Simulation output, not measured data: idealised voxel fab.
Name of the process module below: voxel wiring stack
The cross-section on display is named cut; it measures 265 nm wide, and its cells are 5 nm squares.
The cross-sections in this document take the form of a grid made of square cells. They are written out as bands, in order from top to bottom. Each band consists of one or more rows of cells. Each band's line starts with the height of the band's top and of its bottom, in nm. Then come its materials from left to right, each with its width in nm. One material with "full width" fills the band from edge to edge. "empty" is empty space. Height datum 0, below which the as-received substrate wafer is one material. Lowest band open at the bottom, running downward: "0 -> down". Graded width ("30..40"): value in top row of band = first number; value in bottom row = second number; row-to-row change constant. "nothing altered" means the step left every cell of the cross-section as it was. Entry "Non-vented voids" = empty spaces >= 8 cells with no open way to the top; each as width x height at distance, distance from left edge, all nm. On a step's line, text after the settings is the simulator commenting on that step. Each step line may optionally specify "overlay nm", which for a step with a mask gives the rightward distance between the mask's planned place and where it lay, a negative value indicating the leftward direction.
## Below is the list of planned process steps
1 RECEIVE | material Si
2 CONFORMAL_DEP | material SiO2 | thk nm 10
3 CONFORMAL_DEP | material SiN | thk nm 5
4 DIRECTIONAL_DEP | material lowk | thk nm 15
5 PATTERN | tone open | mask id METAL_1 | material resist | width nm 30 | pitch nm 60 | thk nm 20 | overlay nm 0
6 DIRECTIONAL_ETCH | etch materials lowk | depth nm 15
7 DIRECTIONAL_ETCH | etch materials SiN | depth nm 5
8 STRIP | etch materials resist
9 CONFORMAL_DEP | material TiN | thk nm 5
10 FILL_DEP | material Cu | thk nm 10
11 CMP | height nm 30
12 CONFORMAL_DEP | material SiCN | thk nm 5
13 DIRECTIONAL_DEP | material lowk | thk nm 25
14 DIRECTIONAL_DEP | material aC | thk nm 10
15 PATTERN | tone open | mask id METAL_2 | material resist | width nm 30 | pitch nm 60 | thk nm 30 | overlay nm 0
16 DIRECTIONAL_ETCH | etch materials aC | depth nm 10
17 STRIP | etch materials resist
18 DIRECTIONAL_ETCH | etch materials lowk | depth nm 15
19 STRIP | etch materials aC
20 DIRECTIONAL_DEP | material aC | thk nm 10
21 PATTERN | tone open | mask id METAL_2_HOLES | material resist | width nm 15 | thk nm 30 | overlay nm 0
22 DIRECTIONAL_ETCH | etch materials aC | depth nm 10
23 STRIP | etch materials resist
24 DIRECTIONAL_ETCH | etch materials lowk | depth nm 10
25 DIRECTIONAL_ETCH | etch materials SiCN | depth nm 5
26 STRIP | etch materials aC
27 CONFORMAL_DEP | material TiN | thk nm 5
28 FILL_DEP | material Cu | thk nm 5
29 CMP | height nm 60
30 CONFORMAL_DEP | material SiN | thk nm 5
## This is the cross-section of the wafer as we received it, i.e. after step 1
  0 -> down  Si full width
  Non-vented voids: none
## Cross-section at module end, one run error; start and plan unchanged from above
  65 -> 60  SiN full width
  60 -> 50  lowk=85  TiN=5  Cu=25  TiN=5  lowk=25  TiN=5  Cu=25  TiN=5  lowk=85
  50 -> 45  lowk=85  TiN=5  Cu=5  TiN=25  lowk=25  TiN=35  lowk=85
  45 -> 35  lowk=85  TiN=5  Cu=5  TiN=5  lowk=165
  35 -> 30  SiCN=85  TiN=15  SiCN=165
  30 -> 15  lowk=85  TiN=5  Cu=20  TiN=5  lowk=30  TiN=5  Cu=20  TiN=5  lowk=90
  15 -> 10  SiN=85  TiN=30  SiN=30  TiN=30  SiN=90
  10 -> 0  SiO2 full width
  0 -> down  Si full width
  Non-vented voids: none
In executing the process, a mistake was made relative to the plan: rather than as planned, step 15 actually ran as PATTERN | tone open | mask id METAL_2 | material resist | width nm 35 | pitch nm 60 | thk nm 30 | overlay nm 0
